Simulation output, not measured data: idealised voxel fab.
The following process module bears the name voxel self aligned contacts.
Cross-section cut spans 240 nm and uses square cells 5 nm in size.
For the purposes of this document, a cross-section shall be understood as a grid of square cells, specified as bands listed in top-to-bottom order, each band consisting of one or more rows of cells.
Basically the band line says how high the top is and how high the bottom is, in nm, and then what's in it from left to right, every material with its width in nm. Empty space shows up as "air", and if a single material carries "edge to edge" it runs the full band edge to edge.
Measure heights from 0. That's the level where, below it, the as-received wafer is all one material. The lowest band is bottomless and extends downward; write it as in "0 -> down".
The two numbers in a width such as "30->40" mark its ends across the band: the first belongs to the top row of cells, the second to the bottom row, and from each row to the next the width moves by the same amount.
Reading "left unchanged" for a step: not a cell of the cross-section changed in it.
Listed in "Unvented cavities": every empty space of 8 or more cells without an open way to the top. Form: width x height at distance, the distance being from the left edge, all in nm.
after a step's settings: what the simulator itself notes on the step
The optional step-line setting "overlay nm" applies to steps with a mask and quantifies how far to the right of its planned location the mask lay, a negative value indicating leftward placement.

PLANNED STEP LIST FOR THE PROCESS
1: RECEIVE, material Si
2: CONFORMAL_DEP, material SiO2, thk nm 5
3: DIRECTIONAL_DEP, material polySi, thk nm 20
4: DIRECTIONAL_DEP, material SiN, thk nm 20
5: MASKED_ETCH, tone cover, mask id GATE, width nm 25, pitch nm 65, etch materials SiN, depth nm 20, overlay nm 0
6: MASKED_ETCH, tone cover, mask id GATE, width nm 25, pitch nm 65, etch materials polySi, depth nm 20, overlay nm 0
7: CONFORMAL_DEP, material SiN, thk nm 10
8: DIRECTIONAL_ETCH, etch materials SiN, depth nm 10
9: FILL_DEP, material SiO2, thk nm 10
10: CMP, height nm 50
11: DIRECTIONAL_DEP, material aC, thk nm 15
12: PATTERN, tone open, mask id CONTACT, material resist, width nm 40, pitch nm 65, thk nm 30, overlay nm 0
13: DIRECTIONAL_ETCH, etch materials aC, depth nm 15
14: STRIP, etch materials resist
15: DIRECTIONAL_ETCH, etch materials SiO2, depth nm 50
16: STRIP, etch materials aC
17: CONFORMAL_DEP, material TiN, thk nm 5
18: FILL_DEP, material Ru, thk nm 10
19: CMP, height nm 50
20: CONFORMAL_DEP, material SiN, thk nm 5
Variable across wafers: step 12 width nm (plan value is that of the first wafer; starting state common to all).

CROSS-SECTIONAL VIEW OF THE FIRST OF SEVERAL WAFERS IN THE AS-RECEIVED CONDITION, CORRESPONDING TO THE STATE FOLLOWING STEP 1
> 0 -> down | Si edge to edge
> Unvented cavities: none

THE TABLE BELOW HAS ONE ROW FOR EACH WAFER; A ROW SHOWS, AS OF THE END OF THE MODULE, HOW MANY CELLS OF EACH MATERIAL THE WAFER HAS GAINED, MARKED (+), OR LOST, MARKED (-), SINCE IT WAS RECEIVED, AND THEN THE WAFER'S CLOSED VOIDS
width nm 40 | +36 Ru | +204 SiN | +176 SiO2 | +52 TiN | +60 polySi | Unvented cavities: none
width nm 45 | +36 Ru | +204 SiN | +174 SiO2 | +54 TiN | +60 polySi | Unvented cavities: none
width nm 50 | +36 Ru | +204 SiN | +172 SiO2 | +56 TiN | +60 polySi | Unvented cavities: none
